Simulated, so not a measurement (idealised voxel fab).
voxel transistor to metal: a process module
Section shown: cut. Width: 295 nm. Cell size: 5 nm, square.
We lay out every cross-section as a grid of square cells and spell it out in bands from the top down, where one band means one or more rows of cells. Read a band's entry like this: the first values are the height of its top and the height of its bottom in nm, and what follows is the sequence of materials from left to right, each with its width in nm. Note that "air" is empty space, and that a single material marked "everywhere" reaches across the band from edge to edge. Below 0: as-received wafer, all one material; heights counted from there. Lowest band: no bottom, goes on down, written "0 nm and below". Top row gets the first number, bottom row gets the second, and each row in between changes by the same step: that is how a band width like "30..40" works. Reading "no change" for a step: not a cell of the cross-section changed in it. Empty spaces without an open route to the top, at least 8 cells in extent, make up the entry "Catalogued sealed voids"; each is given as width x height at distance, where the distance is measured from the left edge, and all are in nm. Anything after a step's settings on that line? It's the simulator's own note about the step. For masked steps, "overlay nm" on the step line gives how far right of plan the mask actually lay; a minus sign means it lay to the left.
Process steps foreseen in the plan
1) RECEIVE: material Si
2) CONFORMAL_DEP: material SiO2, thk nm 5
3) CONFORMAL_DEP: material SiN, thk nm 10
4) MASKED_ETCH: tone cover, mask id ACTIVE, width nm 110, pitch nm 140, etch materials SiN, depth nm 10, overlay nm 0
5) MASKED_ETCH: tone cover, mask id ACTIVE, width nm 110, pitch nm 140, etch materials SiO2, depth nm 5, overlay nm 0
6) MASKED_ETCH: tone cover, mask id ACTIVE, width nm 110, pitch nm 140, etch materials Si, depth nm 20, overlay nm 0
7) FILL_DEP: material SiO2, thk nm 5
8) CMP: height nm 15
9) SELECTIVE_ETCH: etch materials SiO2, depth nm 5
10) STRIP: etch materials SiN
11) SELECTIVE_ETCH: etch materials SiO2, depth nm 5
12) OXIDIZE: depth nm 5
13) DIRECTIONAL_DEP: material polySi, thk nm 30
14) DIRECTIONAL_DEP: material SiCN, thk nm 10
15) MASKED_ETCH: tone cover, mask id GATE, width nm 20, pitch nm 140, etch materials SiCN, depth nm 20, overlay nm 0
16) MASKED_ETCH: tone cover, mask id GATE, width nm 20, pitch nm 140, etch materials polySi, depth nm 40, overlay nm 0
17) CONFORMAL_DEP: material SiO2, thk nm 5
18) DIRECTIONAL_ETCH: etch materials SiO2, depth nm 5
19) CONFORMAL_DEP: material SiN, thk nm 10
20) DIRECTIONAL_ETCH: etch materials SiN, depth nm 10
21) DIRECTIONAL_ETCH: etch materials SiO2, depth nm 5
22) DIRECTIONAL_ETCH: etch materials Si, depth nm 15
23) EPI: material pSi, thk nm 15
24) FILL_DEP: material SiO2, thk nm 10
25) CMP: height nm 40
26) DIRECTIONAL_DEP: material SiO2, thk nm 15
27) PATTERN: tone open, mask id CONTACT, material resist, width nm 20, thk nm 20, overlay nm 0
28) DIRECTIONAL_ETCH: etch materials SiO2, depth nm 45
29) STRIP: etch materials resist
30) CONFORMAL_DEP: material TiN, thk nm 5
31) FILL_DEP: material Ru, thk nm 5
32) CMP: height nm 55
33) CONFORMAL_DEP: material SiCN, thk nm 5
34) DIRECTIONAL_DEP: material SiO2, thk nm 20
35) DIRECTIONAL_DEP: material aC, thk nm 10
36) PATTERN: tone open, mask id METAL_1, material resist, width nm 20, thk nm 30, overlay nm 0
37) DIRECTIONAL_ETCH: etch materials aC, depth nm 10
38) STRIP: etch materials resist
39) DIRECTIONAL_ETCH: etch materials SiO2, depth nm 20
40) DIRECTIONAL_ETCH: etch materials SiCN, depth nm 5
41) STRIP: etch materials aC
42) CONFORMAL_DEP: material TiN, thk nm 5
43) FILL_DEP: material Cu, thk nm 5
44) CMP: height nm 80
45) CONFORMAL_DEP: material SiCN, thk nm 5
So this is the incoming wafer in cross-section - it's already been through step 1
> 0 nm and below: Si everywhere
> Catalogued sealed voids: none
Cross-section: first of two wafers, module finished, run according to plan
> 85 nm to 80 nm: SiCN everywhere
> 80 nm to 60 nm: SiO2 25 / TiN 5 / Cu 10 / TiN 5 / SiO2 60 / TiN 5 / Cu 10 / TiN 5 / SiO2 40 / TiN 5 / Cu 10 / TiN 5 / SiO2 60 / TiN 5 / Cu 10 / TiN 5 / SiO2 30
> 60 nm to 55 nm: SiCN 25 / TiN 20 / SiCN 60 / TiN 20 / SiCN 40 / TiN 20 / SiCN 60 / TiN 20 / SiCN 30
> 55 nm to 40 nm: SiO2 25 / TiN 5 / Ru 10 / TiN 5 / SiO2 60 / TiN 5 / Ru 10 / TiN 5 / SiO2 40 / TiN 5 / Ru 10 / TiN 5 / SiO2 60 / TiN 5 / Ru 10 / TiN 5 / SiO2 30
> 40 nm to 30 nm: SiO2 25 / TiN 5 / Ru 10 / TiN 5 / SiO2 5 / SiN 10 / SiO2 5 / SiCN 20 / SiO2 5 / SiN 10 / SiO2 5 / TiN 5 / Ru 10 / TiN 5 / SiO2 40 / TiN 5 / Ru 10 / TiN 5 / SiO2 5 / SiN 10 / SiO2 5 / SiCN 20 / SiO2 5 / SiN 10 / SiO2 5 / TiN 5 / Ru 10 / TiN 5 / SiO2 30
> 30 nm to 15 nm: SiO2 25 / TiN 5 / Ru 10 / TiN 5 / SiO2 5 / SiN 10 / SiO2 5 / polySi 20 / SiO2 5 / SiN 10 / SiO2 5 / TiN 5 / Ru 10 / TiN 5 / SiO2 40 / TiN 5 / Ru 10 / TiN 5 / SiO2 5 / SiN 10 / SiO2 5 / polySi 20 / SiO2 5 / SiN 10 / SiO2 5 / TiN 5 / Ru 10 / TiN 5 / SiO2 30
> 15 nm to 10 nm: SiO2 25 / TiN 20 / SiO2 5 / SiN 10 / SiO2 5 / polySi 20 / SiO2 5 / SiN 10 / SiO2 5 / TiN 20 / SiO2 40 / TiN 20 / SiO2 5 / SiN 10 / SiO2 5 / polySi 20 / SiO2 5 / SiN 10 / SiO2 5 / TiN 20 / SiO2 30
> 10 nm to 5 nm: SiO2 25 / pSi 25 / SiN 10 / SiO2 5 / polySi 20 / SiO2 5 / SiN 10 / pSi 25 / SiO2 40 / pSi 25 / SiN 10 / SiO2 5 / polySi 20 / SiO2 5 / SiN 10 / pSi 25 / SiO2 30
> 5 nm to 0 nm: SiO2 20 / SiN 10 / pSi 20 / SiN 10 / SiO2 5 / polySi 20 / SiO2 5 / SiN 10 / pSi 20 / SiN 10 / SiO2 30 / SiN 10 / pSi 20 / SiN 10 / SiO2 5 / polySi 20 / SiO2 5 / SiN 10 / pSi 20 / SiN 10 / SiO2 25
> 0 nm to -5 nm: SiO2 30 / pSi 20 / SiO2 50 / pSi 20 / SiO2 50 / pSi 20 / SiO2 50 / pSi 20 / SiO2 35
> -5 nm to -20 nm: SiO2 20 / Si 10 / pSi 20 / Si 50 / pSi 20 / Si 10 / SiO2 30 / Si 10 / pSi 20 / Si 50 / pSi 20 / Si 10 / SiO2 25
> -20 nm and below: Si everywhere
> Catalogued sealed voids: none
Wafer two, end of module, cross-section. Same start, same plan as wafer one. One mistake in the run
> 85 nm to 80 nm: SiCN everywhere
> 80 nm to 75 nm: SiCN 25 / TiN 20 / SiCN 60 / TiN 20 / SiCN 40 / TiN 20 / SiCN 60 / TiN 20 / SiCN 30
> 75 nm to 55 nm: SiO2 everywhere
> 55 nm to 40 nm: SiO2 25 / TiN 5 / Ru 10 / TiN 5 / SiO2 60 / TiN 5 / Ru 10 / TiN 5 / SiO2 40 / TiN 5 / Ru 10 / TiN 5 / SiO2 60 / TiN 5 / Ru 10 / TiN 5 / SiO2 30
> 40 nm to 30 nm: SiO2 25 / TiN 5 / Ru 10 / TiN 5 / SiO2 5 / SiN 10 / SiO2 5 / SiCN 20 / SiO2 5 / SiN 10 / SiO2 5 / TiN 5 / Ru 10 / TiN 5 / SiO2 40 / TiN 5 / Ru 10 / TiN 5 / SiO2 5 / SiN 10 / SiO2 5 / SiCN 20 / SiO2 5 / SiN 10 / SiO2 5 / TiN 5 / Ru 10 / TiN 5 / SiO2 30
> 30 nm to 15 nm: SiO2 25 / TiN 5 / Ru 10 / TiN 5 / SiO2 5 / SiN 10 / SiO2 5 / polySi 20 / SiO2 5 / SiN 10 / SiO2 5 / TiN 5 / Ru 10 / TiN 5 / SiO2 40 / TiN 5 / Ru 10 / TiN 5 / SiO2 5 / SiN 10 / SiO2 5 / polySi 20 / SiO2 5 / SiN 10 / SiO2 5 / TiN 5 / Ru 10 / TiN 5 / SiO2 30
> 15 nm to 10 nm: SiO2 25 / TiN 20 / SiO2 5 / SiN 10 / SiO2 5 / polySi 20 / SiO2 5 / SiN 10 / SiO2 5 / TiN 20 / SiO2 40 / TiN 20 / SiO2 5 / SiN 10 / SiO2 5 / polySi 20 / SiO2 5 / SiN 10 / SiO2 5 / TiN 20 / SiO2 30
> 10 nm to 5 nm: SiO2 25 / pSi 25 / SiN 10 / SiO2 5 / polySi 20 / SiO2 5 / SiN 10 / pSi 25 / SiO2 40 / pSi 25 / SiN 10 / SiO2 5 / polySi 20 / SiO2 5 / SiN 10 / pSi 25 / SiO2 30
> 5 nm to 0 nm: SiO2 20 / SiN 10 / pSi 20 / SiN 10 / SiO2 5 / polySi 20 / SiO2 5 / SiN 10 / pSi 20 / SiN 10 / SiO2 30 / SiN 10 / pSi 20 / SiN 10 / SiO2 5 / polySi 20 / SiO2 5 / SiN 10 / pSi 20 / SiN 10 / SiO2 25
> 0 nm to -5 nm: SiO2 30 / pSi 20 / SiO2 50 / pSi 20 / SiO2 50 / pSi 20 / SiO2 50 / pSi 20 / SiO2 35
> -5 nm to -20 nm: SiO2 20 / Si 10 / pSi 20 / Si 50 / pSi 20 / Si 10 / SiO2 30 / Si 10 / pSi 20 / Si 50 / pSi 20 / Si 10 / SiO2 25
> -20 nm and below: Si everywhere
> Catalogued sealed voids: none
Short version of what went wrong: plan steps 33 and 34 run swapped
Wafer comparison, final, in cells, second relative to first, materials more or fewer: Cu -32 | SiO2 +64 | TiN -32
